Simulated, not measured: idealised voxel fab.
process module | voxel capacitor over wiring
cross-section cut | 215 nm wide | cells 5 nm
A cross-section is a grid of square cells, given in bands from the top down. A band is one or more rows of cells.
Each band's line starts with the height of the band's top and of its bottom, in nm. Then come its materials from left to right, each with its width in nm. One material with "throughout" fills the band from edge to edge. "air" is empty space.
Height 0 is the level under which the wafer as received is all one material. The lowest band goes on downwards, as in "0 down".
A width such as "30 to 40" changes by the same amount from each row of cells to the next, from the band's top row to its bottom row.
"no change" after a step means that no cell of the cross-section changed.
closed voids: empty space of 8 cells or more with no open way to the top, each as width x height at its distance from the left edge, in nm
after a step's settings: what the simulator itself notes on the step
overlay nm, on a step with a mask: how far to the right of its planned place the mask lay; to the left if negative
plan
1 op RECEIVE | material Si
2 op CONFORMAL_DEP | material SiO2 | thk nm 10
3 op DIRECTIONAL_DEP | material TiN | thk nm 5
4 op DIRECTIONAL_DEP | material W | thk nm 15
5 op PATTERN | tone cover | mask id METAL_1 | material resist | width nm 25 | pitch nm 95 | thk nm 20 | overlay nm 0
6 op DIRECTIONAL_ETCH | etch materials W | depth nm 15
7 op DIRECTIONAL_ETCH | etch materials TiN | depth nm 5
8 op STRIP | etch materials resist
9 op CONFORMAL_DEP | material SiN | thk nm 5
10 op FILL_DEP | material lowk | thk nm 5
11 op CMP | height nm 30
12 op CONFORMAL_DEP | material SiCN | thk nm 5
13 op DIRECTIONAL_DEP | material lowk | thk nm 10
14 op PATTERN | tone open | mask id PLUG_1 | material resist | width nm 15 | thk nm 20 | overlay nm 0
15 op DIRECTIONAL_ETCH | etch materials lowk | depth nm 10
16 op DIRECTIONAL_ETCH | etch materials SiCN | depth nm 5
17 op STRIP | etch materials resist
18 op CONFORMAL_DEP | material TiN | thk nm 5
19 op FILL_DEP | material Ru | thk nm 10
20 op CMP | height nm 45
21 op DIRECTIONAL_DEP | material TiN | thk nm 10
22 op DIRECTIONAL_DEP | material SiN | thk nm 5
23 op DIRECTIONAL_DEP | material TiN | thk nm 5
24 op MASKED_ETCH | tone cover | mask id UPPER_PLATE | width nm 75 | etch materials TiN | depth nm 5 | overlay nm 0
25 op MASKED_ETCH | tone cover | mask id UPPER_PLATE | width nm 75 | etch materials SiN | depth nm 5 | overlay nm 0
26 op DIRECTIONAL_DEP | material aC | thk nm 10
27 op PATTERN | tone cover | mask id LOWER_PLATE | material resist | width nm 85 | thk nm 30 | overlay nm 0
28 op DIRECTIONAL_ETCH | etch materials aC | depth nm 10
29 op STRIP | etch materials resist
30 op DIRECTIONAL_ETCH | etch materials TiN | depth nm 10
31 op STRIP | etch materials aC
32 op FILL_DEP | material SiO2 | thk nm 15
33 op CMP | height nm 75
34 op PATTERN | tone open | mask id PLUG_2 | material resist | width nm 15 | thk nm 20 | overlay nm 0
35 op DIRECTIONAL_ETCH | etch materials SiO2 | depth nm 10
36 op STRIP | etch materials resist
37 op CONFORMAL_DEP | material TiN | thk nm 5
38 op FILL_DEP | material Ru | thk nm 5
39 op CMP | height nm 75
40 op CONFORMAL_DEP | material SiCN | thk nm 5
as received, after step 1
  0 down: Si throughout
  closed voids: none
a wafer at the end: this start, this plan, one mistake
  80 to 75: SiCN throughout
  75 to 70: SiO2 65 | TiN 5 | Ru 5 | TiN 5 | SiO2 135
  70 to 60: SiO2 65 to 55 | TiN 15 to 75 | SiO2 135 to 85
  60 to 55: SiO2 55 | SiN 75 | SiO2 85
  55 to 45: SiO2 50 | TiN 85 | SiO2 80
  45 to 35: lowk 55 | TiN 5 | W 5 | TiN 5 | lowk 145
  35 to 30: SiCN 55 | TiN 15 | SiCN 145
  30 to 15: lowk 40 | SiN 5 | W 25 | SiN 5 | lowk 60 | SiN 5 | W 25 | SiN 5 | lowk 45
  15 to 10: SiN 45 | TiN 25 | SiN 70 | TiN 25 | SiN 50
  10 to 0: SiO2 throughout
  0 down: Si throughout
  closed voids: none
what went wrong: step 19 ran as: op FILL_DEP | material W | thk nm 10
